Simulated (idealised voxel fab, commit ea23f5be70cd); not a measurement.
The process module that follows is named voxel double patterning.
Square cell edge 5 nm, section width 290 nm, ID cut.
A cross-section is written here as square cells arranged in a grid, and it is given in bands from the top down, each band taking up one or more rows of cells. Read a band's entry like this: the first values are the height of its top and the height of its bottom in nm, and what follows is the sequence of materials from left to right, each with its width in nm. Note that "blank" is empty space, and that a single material marked "all across" reaches across the band from edge to edge. Heads up on the height convention: 0 is the point under which the incoming wafer is all one material, and the lowest band has no bottom, it just keeps going down, like "top 0, no bottom". The two numbers in a width such as "30 to 40" mark its ends across the band: the first belongs to the top row of cells, the second to the bottom row, and from each row to the next the width moves by the same amount. "all unchanged" for a step: no cell of the cross-section changed in that step. Entry "Enclosed void entries" = empty spaces >= 8 cells with no open way to the top; each as width x height at distance, distance from left edge, all nm. Note: text after step settings on the step line = simulator remark on that step. overlay nm: where the mask lay relative to plan, measured to the right, on steps with a mask; negatives go left.

**Planned process steps**
- 1: RECEIVE, material Si
- 2: CONFORMAL_DEP, material SiN, thk nm 5
- 3: DIRECTIONAL_DEP, material SiO2, thk nm 15
- 4: DIRECTIONAL_DEP, material SiCN, thk nm 5
- 5: DIRECTIONAL_DEP, material aC, thk nm 10
- 6: PATTERN, tone open, mask id FIRST, material resist, width nm 15, pitch nm 50, thk nm 30, overlay nm 0
- 7: DIRECTIONAL_ETCH, etch materials aC, depth nm 10
- 8: STRIP, etch materials resist
- 9: DIRECTIONAL_ETCH, etch materials SiCN, depth nm 5
- 10: STRIP, etch materials aC
- 11: PATTERN, tone open, mask id SECOND, material resist, width nm 15, thk nm 20, overlay nm 0
- 12: DIRECTIONAL_ETCH, etch materials SiCN, depth nm 5
- 13: STRIP, etch materials resist
- 14: DIRECTIONAL_ETCH, etch materials SiO2, depth nm 15
- 15: STRIP, etch materials SiCN

**Cross-section of the wafer as it came to us, i.e., already through step 1**
	top 0, no bottom = Si all across
	Enclosed void entries: none

**Final wafer profile in cross-section after the module, from the same start and plan as above, with one mistake made during processing**
	top 35, bottom 20 = 110 of SiO2, 15 of blank, 10 of SiO2, 15 of blank, 10 of SiO2, 15 of blank, 115 of SiO2
	top 20, bottom 5 = SiO2 all across
	top 5, bottom 0 = SiN all across
	top 0, no bottom = Si all across
	Enclosed void entries: none
Plan not followed: step 3 was run twice
